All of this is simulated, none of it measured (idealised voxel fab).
Presented below is a process module, voxel wiring stack.
Cross-sectional view cut (width: 260 nm; square cell size: 5 nm).
If you're reading a cross-section in this doc, picture square cells in a grid; it comes to you as bands, top ones listed first down to the bottom, and a band can be one or more rows of cells.
Band entry format. Leading values: height of top, height of bottom, nm. Remainder: materials in left-to-right order, each with its width in nm. Special words: "full width" on a single material, which then fills the band edge to edge; "empty", empty space.
Where do heights start? At 0: under that level the wafer as delivered is made of one material only. And the lowest band has no floor; it just carries on downward, as in "from 0 down".
Quick explanation for "30->40": the width changes in equal steps down the rows of cells, from the first number in the band's top row to the second number in its bottom row.
The cross-section has no changed cell in any step marked "same as before".
Empty spaces counting at least 8 cells and having no open way to the top are listed in "Non-vented voids". The notation width x height at distance is used for each, the distance being from the left edge and all three values in nm.
Formally, on a step line, whatever follows the settings is a remark that the simulator itself makes on the step.
overlay nm, on a step with a mask: how far to the right of its planned place the mask lay; to the left if negative

## The process steps that were planned are listed below
1,RECEIVE,material Si
2,CONFORMAL_DEP,material SiO2,thk nm 15
3,CONFORMAL_DEP,material SiCN,thk nm 5
4,DIRECTIONAL_DEP,material lowk,thk nm 15
5,DIRECTIONAL_DEP,material aC,thk nm 10
6,PATTERN,tone open,mask id METAL_1,material resist,width nm 30,pitch nm 45,thk nm 30,overlay nm 0
7,DIRECTIONAL_ETCH,etch materials aC,depth nm 10
8,STRIP,etch materials resist
9,DIRECTIONAL_ETCH,etch materials lowk,depth nm 15
10,DIRECTIONAL_ETCH,etch materials SiCN,depth nm 5
11,STRIP,etch materials aC
12,CONFORMAL_DEP,material TiN,thk nm 5
13,FILL_DEP,material Ru,thk nm 10
14,CMP,height nm 35
15,CONFORMAL_DEP,material SiCN,thk nm 5
16,DIRECTIONAL_DEP,material SiO2,thk nm 30
17,PATTERN,tone open,mask id METAL_2,material resist,width nm 30,pitch nm 45,thk nm 20,overlay nm 0
18,DIRECTIONAL_ETCH,etch materials SiO2,depth nm 20
19,STRIP,etch materials resist
20,PATTERN,tone open,mask id METAL_2_HOLES,material resist,width nm 15,pitch nm 45,thk nm 20,overlay nm 0
21,DIRECTIONAL_ETCH,etch materials SiO2,depth nm 10
22,DIRECTIONAL_ETCH,etch materials SiCN,depth nm 5
23,STRIP,etch materials resist
24,CONFORMAL_DEP,material TiN,thk nm 5
25,FILL_DEP,material Cu,thk nm 5
26,CMP,height nm 70
27,CONFORMAL_DEP,material SiCN,thk nm 5
28,DIRECTIONAL_DEP,material lowk,thk nm 30
29,DIRECTIONAL_DEP,material aC,thk nm 15
30,PATTERN,tone open,mask id METAL_3_HOLES,material resist,width nm 15,pitch nm 45,thk nm 35,overlay nm 0
31,DIRECTIONAL_ETCH,etch materials aC,depth nm 15
32,STRIP,etch materials resist
33,DIRECTIONAL_ETCH,etch materials lowk,depth nm 30
34,STRIP,etch materials aC
35,MASKED_ETCH,tone open,mask id METAL_3,width nm 30,pitch nm 45,etch materials lowk,depth nm 15,overlay nm 0
36,MASKED_ETCH,tone open,mask id METAL_3,width nm 30,pitch nm 45,etch materials SiCN,depth nm 5,overlay nm 0
37,CONFORMAL_DEP,material TiN,thk nm 5
38,FILL_DEP,material Cu,thk nm 5
39,CMP,height nm 105
40,CONFORMAL_DEP,material SiCN,thk nm 5
All wafers enter the flow in the same state. The thk nm at step 15 differs from wafer to wafer, and the plan gives the value for the first wafer.

## Step 1 complete: as-received cross-section of the first of several wafers
from 0 down | Si full width
Non-vented voids: none

## Module end state after final step 40: cross-section of the first of several wafers
from 110 to 105 | SiCN full width
from 105 to 95 | lowk (45) / TiN (5) / Cu (20) / TiN (5) / lowk (15) / TiN (5) / Cu (20) / TiN (5) / lowk (15) / TiN (5) / Cu (20) / TiN (5) / lowk (15) / TiN (5) / Cu (20) / TiN (5) / lowk (50)
from 95 to 90 | lowk (45) / TiN (5) / Cu (5) / TiN (20) / lowk (15) / TiN (5) / Cu (5) / TiN (20) / lowk (15) / TiN (5) / Cu (5) / TiN (20) / lowk (15) / TiN (5) / Cu (5) / TiN (20) / lowk (50)
from 90 to 75 | lowk (45) / TiN (5) / Cu (5) / TiN (5) / lowk (30) / TiN (5) / Cu (5) / TiN (5) / lowk (30) / TiN (5) / Cu (5) / TiN (5) / lowk (30) / TiN (5) / Cu (5) / TiN (5) / lowk (65)
from 75 to 70 | SiCN (45) / TiN (15) / SiCN (30) / TiN (15) / SiCN (30) / TiN (15) / SiCN (30) / TiN (15) / SiCN (65)
from 70 to 55 | SiO2 (45) / TiN (5) / Cu (20) / TiN (5) / SiO2 (15) / TiN (5) / Cu (20) / TiN (5) / SiO2 (15) / TiN (5) / Cu (20) / TiN (5) / SiO2 (15) / TiN (5) / Cu (20) / TiN (5) / SiO2 (50)
from 55 to 50 | SiO2 (45) / TiN (5) / Cu (5) / TiN (20) / SiO2 (15) / TiN (5) / Cu (5) / TiN (20) / SiO2 (15) / TiN (5) / Cu (5) / TiN (20) / SiO2 (15) / TiN (5) / Cu (5) / TiN (20) / SiO2 (50)
from 50 to 40 | SiO2 (45) / TiN (5) / Cu (5) / TiN (5) / SiO2 (30) / TiN (5) / Cu (5) / TiN (5) / SiO2 (30) / TiN (5) / Cu (5) / TiN (5) / SiO2 (30) / TiN (5) / Cu (5) / TiN (5) / SiO2 (65)
from 40 to 35 | SiCN (45) / TiN (15) / SiCN (30) / TiN (15) / SiCN (30) / TiN (15) / SiCN (30) / TiN (15) / SiCN (65)
from 35 to 20 | lowk (45) / TiN (5) / Ru (20) / TiN (5) / lowk (15) / TiN (5) / Ru (20) / TiN (5) / lowk (15) / TiN (5) / Ru (20) / TiN (5) / lowk (15) / TiN (5) / Ru (20) / TiN (5) / lowk (50)
from 20 to 15 | SiCN (45) / TiN (30) / SiCN (15) / TiN (30) / SiCN (15) / TiN (30) / SiCN (15) / TiN (30) / SiCN (50)
from 15 to 0 | SiO2 full width
from 0 down | Si full width
Non-vented voids: none

## Here's the last wafer cross-sectioned at the end of the module
from 110 to 105 | SiCN full width
from 105 to 95 | lowk (45) / TiN (5) / Cu (20) / TiN (5) / lowk (15) / TiN (5) / Cu (20) / TiN (5) / lowk (15) / TiN (5) / Cu (20) / TiN (5) / lowk (15) / TiN (5) / Cu (20) / TiN (5) / lowk (50)
from 95 to 90 | lowk (45) / TiN (5) / Cu (5) / TiN (20) / lowk (15) / TiN (5) / Cu (5) / TiN (20) / lowk (15) / TiN (5) / Cu (5) / TiN (20) / lowk (15) / TiN (5) / Cu (5) / TiN (20) / lowk (50)
from 90 to 75 | lowk (45) / TiN (5) / Cu (5) / TiN (5) / lowk (30) / TiN (5) / Cu (5) / TiN (5) / lowk (30) / TiN (5) / Cu (5) / TiN (5) / lowk (30) / TiN (5) / Cu (5) / TiN (5) / lowk (65)
from 75 to 70 | SiCN (45) / TiN (15) / SiCN (30) / TiN (15) / SiCN (30) / TiN (15) / SiCN (30) / TiN (15) / SiCN (65)
from 70 to 65 | SiO2 (45) / TiN (5) / Cu (5) / TiN (20) / SiO2 (15) / TiN (5) / Cu (5) / TiN (20) / SiO2 (15) / TiN (5) / Cu (5) / TiN (20) / SiO2 (15) / TiN (5) / Cu (5) / TiN (20) / SiO2 (50)
from 65 to 55 | SiO2 (45) / TiN (5) / Cu (5) / TiN (5) / SiO2 (30) / TiN (5) / Cu (5) / TiN (5) / SiO2 (30) / TiN (5) / Cu (5) / TiN (5) / SiO2 (30) / TiN (5) / Cu (5) / TiN (5) / SiO2 (65)
from 55 to 50 | SiCN (45) / TiN (15) / SiCN (30) / TiN (15) / SiCN (30) / TiN (15) / SiCN (30) / TiN (15) / SiCN (65)
from 50 to 35 | SiCN full width
from 35 to 20 | lowk (45) / TiN (5) / Ru (20) / TiN (5) / lowk (15) / TiN (5) / Ru (20) / TiN (5) / lowk (15) / TiN (5) / Ru (20) / TiN (5) / lowk (15) / TiN (5) / Ru (20) / TiN (5) / lowk (50)
from 20 to 15 | SiCN (45) / TiN (30) / SiCN (15) / TiN (30) / SiCN (15) / TiN (30) / SiCN (15) / TiN (30) / SiCN (50)
from 15 to 0 | SiO2 full width
from 0 down | Si full width
Non-vented voids: none

## Table: wafers, a row each; end-of-module cell change per material since receipt, gain (+), loss (-); then closed voids
thk nm 5; +108 Cu; +48 Ru; +160 SiCN; +348 SiO2; +192 TiN; +288 lowk; Non-vented voids: none
thk nm 10; +92 Cu; +48 Ru; +212 SiCN; +320 SiO2; +184 TiN; +288 lowk; Non-vented voids: none
thk nm 15; +76 Cu; +48 Ru; +264 SiCN; +292 SiO2; +176 TiN; +288 lowk; Non-vented voids: none
thk nm 20; +60 Cu; +48 Ru; +316 SiCN; +264 SiO2; +168 TiN; +288 lowk; Non-vented voids: none
